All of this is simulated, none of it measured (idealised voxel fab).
Documented hereafter: the process module known as voxel released beams.
Displayed cross-section: cut, width of 200 nm, square cells sized 5 nm.
How to read a cross-section here: the picture is a grid of square cells, written as bands going from the top down, and any band can span one or more rows of cells. Look at the band entry: it leads with the top's height and the bottom's height in nm. Then it lists the materials left to right, with a width in nm for each. The word "all across" on a single material says that material fills the band edge to edge. The word "blank" is empty space. Ref level 0: as-received wafer is one material below here. Bottom band extends down with no lower bound ("from 0 down"). A width such as "30..40" changes by the same amount from each row of cells to the next, from the band's top row to its bottom row. "no change" (step): cross-section cells unchanged, all of them. Heads up: "Fully enclosed voids" only lists the empty pockets with no open path to the top that are 8 cells or more, and it writes them as width x height at distance, distance from the left edge, in nm. Anything after a step's settings on that line? It's the simulator's own note about the step. Regarding "overlay nm": on a step with a mask, it is the distance the mask lay to the right of its planned place; a negative value places it to the left.

-- Steps in the process plan
| 1 | RECEIVE | material Si |
| 2 | CONFORMAL_DEP | material SiN | thk nm 5 |
| 3 | DIRECTIONAL_DEP | material SiO2 | thk nm 20 |
| 4 | PATTERN | tone open | mask id ANCHOR | material resist | width nm 35 | thk nm 15 | overlay nm 0 |
| 5 | DIRECTIONAL_ETCH | etch materials SiO2 | depth nm 20 |
| 6 | STRIP | etch materials resist |
| 7 | CONFORMAL_DEP | material polySi | thk nm 15 |
| 8 | DIRECTIONAL_DEP | material aC | thk nm 15 |
| 9 | PATTERN | tone cover | mask id BEAM | material resist | width nm 110 | thk nm 30 | overlay nm 0 |
| 10 | DIRECTIONAL_ETCH | etch materials aC | depth nm 15 |
| 11 | STRIP | etch materials resist |
| 12 | DIRECTIONAL_ETCH | etch materials polySi | depth nm 15 |
| 13 | STRIP | etch materials aC |
| 14 | STRIP | etch materials SiO2 |

-- Wafer at receipt (post step 1), cross-section
from 0 down | Si all across
Fully enclosed voids: none

-- This is how the wafer looks in cross-section once the module is done, given the starting state and plan above and one mistake in carrying the plan out
from 40 to 25 | blank 40, polySi 25, blank 5, polySi 80, blank 50
from 25 to 20 | blank 50, polySi 15, blank 5, polySi 15, blank 115
from 20 to 5 | blank 50, polySi 35, blank 115
from 5 to 0 | SiN all across
from 0 down | Si all across
Fully enclosed voids: none
what went wrong: for step 4, the planned setting was not used; the step was instead run as PATTERN | tone open | mask id ANCHOR | material resist | width nm 35 | thk nm 15 | overlay nm 5
